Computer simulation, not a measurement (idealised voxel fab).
process module | voxel local oxidation
cross-section cut | 270 nm wide | cells 5 nm
A cross-section is a grid of square cells, given in bands from the top down. A band is one or more rows of cells.
Each band's line starts with the height of the band's top and of its bottom, in nm. Then come its materials from left to right, each with its width in nm. One material with "throughout" fills the band from edge to edge. "air" is empty space.
Height 0 is the level under which the wafer as received is all one material. The lowest band goes on downwards, as in "0 down".
A width such as "30 to 40" changes by the same amount from each row of cells to the next, from the band's top row to its bottom row.
"no change" after a step means that no cell of the cross-section changed.
closed voids: empty space of 8 cells or more with no open way to the top, each as width x height at its distance from the left edge, in nm
after a step's settings: what the simulator itself notes on the step
overlay nm, on a step with a mask: how far to the right of its planned place the mask lay; to the left if negative
plan
1 op RECEIVE | material Si
2 op OXIDIZE | depth nm 5
3 op CONFORMAL_DEP | material SiN | thk nm 10
4 op DIRECTIONAL_DEP | material aC | thk nm 15
5 op PATTERN | tone cover | mask id ACTIVE | material resist | width nm 120 | thk nm 30 | overlay nm -15
6 op DIRECTIONAL_ETCH | etch materials aC | depth nm 15
7 op STRIP | etch materials resist
8 op DIRECTIONAL_ETCH | etch materials SiN | depth nm 10
9 op STRIP | etch materials aC
10 op SELECTIVE_ETCH | etch materials SiO2 | depth nm 5
11 op OXIDIZE | depth nm 10
12 op STRIP | etch materials SiN
varied across the wafers: overlay nm of step 5. The plan shows the first wafer's value. All wafers start alike
first wafer as received, after step 1
  0 down: Si throughout
  closed voids: none
first wafer at the end, after step 12
  0 to -5: air 65 | SiO2 110 | air 95
  -5 to -15: SiO2 75 | Si 90 | SiO2 105
  -15 down: Si throughout
  closed voids: none
last wafer at the end
  0 to -5: air 95 | SiO2 110 | air 65
  -5 to -15: SiO2 105 | Si 90 | SiO2 75
  -15 down: Si throughout
  closed voids: none
each wafer at the end: cells of each material gained (+) or lost (-) since it was received, then its closed voids
overlay nm -15 | -126 Si | +94 SiO2 | closed voids: none
overlay nm -10 | -126 Si | +94 SiO2 | closed voids: none
overlay nm -5 | -126 Si | +94 SiO2 | closed voids: none
overlay nm 0 | -126 Si | +94 SiO2 | closed voids: none
overlay nm 5 | -126 Si | +94 SiO2 | closed voids: none
overlay nm 10 | -126 Si | +94 SiO2 | closed voids: none
overlay nm 15 | -126 Si | +94 SiO2 | closed voids: none
